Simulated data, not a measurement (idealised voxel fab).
process module | voxel self aligned vias
cross-section cut | 255 nm wide | cells 5 nm
A cross-section is a grid of square cells, given in bands from the top down. A band is one or more rows of cells.
Each band's line starts with the height of the band's top and of its bottom, in nm. Then come its materials from left to right, each with its width in nm. One material with "throughout" fills the band from edge to edge. "air" is empty space.
Height 0 is the level under which the wafer as received is all one material. The lowest band goes on downwards, as in "0 down".
A width such as "30 to 40" changes by the same amount from each row of cells to the next, from the band's top row to its bottom row.
"no change" after a step means that no cell of the cross-section changed.
closed voids: empty space of 8 cells or more with no open way to the top, each as width x height at its distance from the left edge, in nm
after a step's settings: what the simulator itself notes on the step
overlay nm, on a step with a mask: how far to the right of its planned place the mask lay; to the left if negative
plan
1 op RECEIVE | material Si
2 op CONFORMAL_DEP | material SiO2 | thk nm 10
3 op CONFORMAL_DEP | material SiCN | thk nm 5
4 op DIRECTIONAL_DEP | material SiO2 | thk nm 25
5 op DIRECTIONAL_DEP | material aC | thk nm 15
6 op PATTERN | tone open | mask id LINES | material resist | width nm 25 | pitch nm 75 | thk nm 30 | overlay nm 0
7 op DIRECTIONAL_ETCH | etch materials aC | depth nm 15
8 op STRIP | etch materials resist
9 op DIRECTIONAL_ETCH | etch materials SiO2 | depth nm 25
10 op STRIP | etch materials aC
11 op CONFORMAL_DEP | material TiN | thk nm 5
12 op FILL_DEP | material Ru | thk nm 5
13 op CMP | height nm 40
14 op SELECTIVE_ETCH | etch materials W Ru TiN | depth nm 10
15 op FILL_DEP | material SiN | thk nm 5
16 op CMP | height nm 40
17 op DIRECTIONAL_DEP | material SiO2 | thk nm 15
18 op PATTERN | tone open | mask id VIAS | material resist | width nm 45 | pitch nm 150 | thk nm 15 | overlay nm 0
19 op DIRECTIONAL_ETCH | etch materials SiO2 | depth nm 15
20 op DIRECTIONAL_ETCH | etch materials SiN | depth nm 10
21 op STRIP | etch materials resist
22 op CONFORMAL_DEP | material TiN | thk nm 5
23 op FILL_DEP | material Cu | thk nm 10
24 op CMP | height nm 55
25 op CONFORMAL_DEP | material SiN | thk nm 5
as received, after step 1
  0 down: Si throughout
  closed voids: none
first wafer at the end, as planned
  60 to 55: SiN throughout
  55 to 45: SiO2 30 | TiN 5 | Cu 35 | TiN 5 | SiO2 105 | TiN 5 | Cu 35 | TiN 5 | SiO2 30
  45 to 40: SiO2 30 | TiN 15 | Cu 15 | TiN 15 | SiO2 105 | TiN 15 | Cu 15 | TiN 15 | SiO2 30
  40 to 35: SiO2 40 | TiN 5 | Cu 15 | TiN 5 | SiO2 50 | SiN 25 | SiO2 50 | TiN 5 | Cu 15 | TiN 5 | SiO2 40
  35 to 30: SiO2 40 | TiN 25 | SiO2 50 | SiN 25 | SiO2 50 | TiN 25 | SiO2 40
  30 to 20: SiO2 40 | TiN 5 | Ru 15 | TiN 5 | SiO2 50 | TiN 5 | Ru 15 | TiN 5 | SiO2 50 | TiN 5 | Ru 15 | TiN 5 | SiO2 40
  20 to 15: SiO2 40 | TiN 25 | SiO2 50 | TiN 25 | SiO2 50 | TiN 25 | SiO2 40
  15 to 10: SiCN throughout
  10 to 0: SiO2 throughout
  0 down: Si throughout
  closed voids: none
second wafer at the end: like start, like plan, one mistake
  60 to 55: SiN throughout
  55 to 45: SiO2 25 | TiN 5 | Cu 45 | TiN 5 | SiO2 95 | TiN 5 | Cu 45 | TiN 5 | SiO2 25
  45 to 40: SiO2 25 | TiN 20 | Cu 15 | TiN 20 | SiO2 95 | TiN 20 | Cu 15 | TiN 20 | SiO2 25
  40 to 35: SiO2 40 | TiN 5 | Cu 15 | TiN 5 | SiO2 50 | SiN 25 | SiO2 50 | TiN 5 | Cu 15 | TiN 5 | SiO2 40
  35 to 30: SiO2 40 | TiN 25 | SiO2 50 | SiN 25 | SiO2 50 | TiN 25 | SiO2 40
  30 to 20: SiO2 40 | TiN 5 | Ru 15 | TiN 5 | SiO2 50 | TiN 5 | Ru 15 | TiN 5 | SiO2 50 | TiN 5 | Ru 15 | TiN 5 | SiO2 40
  20 to 15: SiO2 40 | TiN 25 | SiO2 50 | TiN 25 | SiO2 50 | TiN 25 | SiO2 40
  15 to 10: SiCN throughout
  10 to 0: SiO2 throughout
  0 down: Si throughout
  closed voids: none
what went wrong: step 18 ran as: op PATTERN | tone open | mask id VIAS | material resist | width nm 55 | pitch nm 150 | thk nm 15 | overlay nm 0
at the end the second wafer has, in cells: 8 more of Cu | 12 fewer of SiO2 | 4 more of TiN
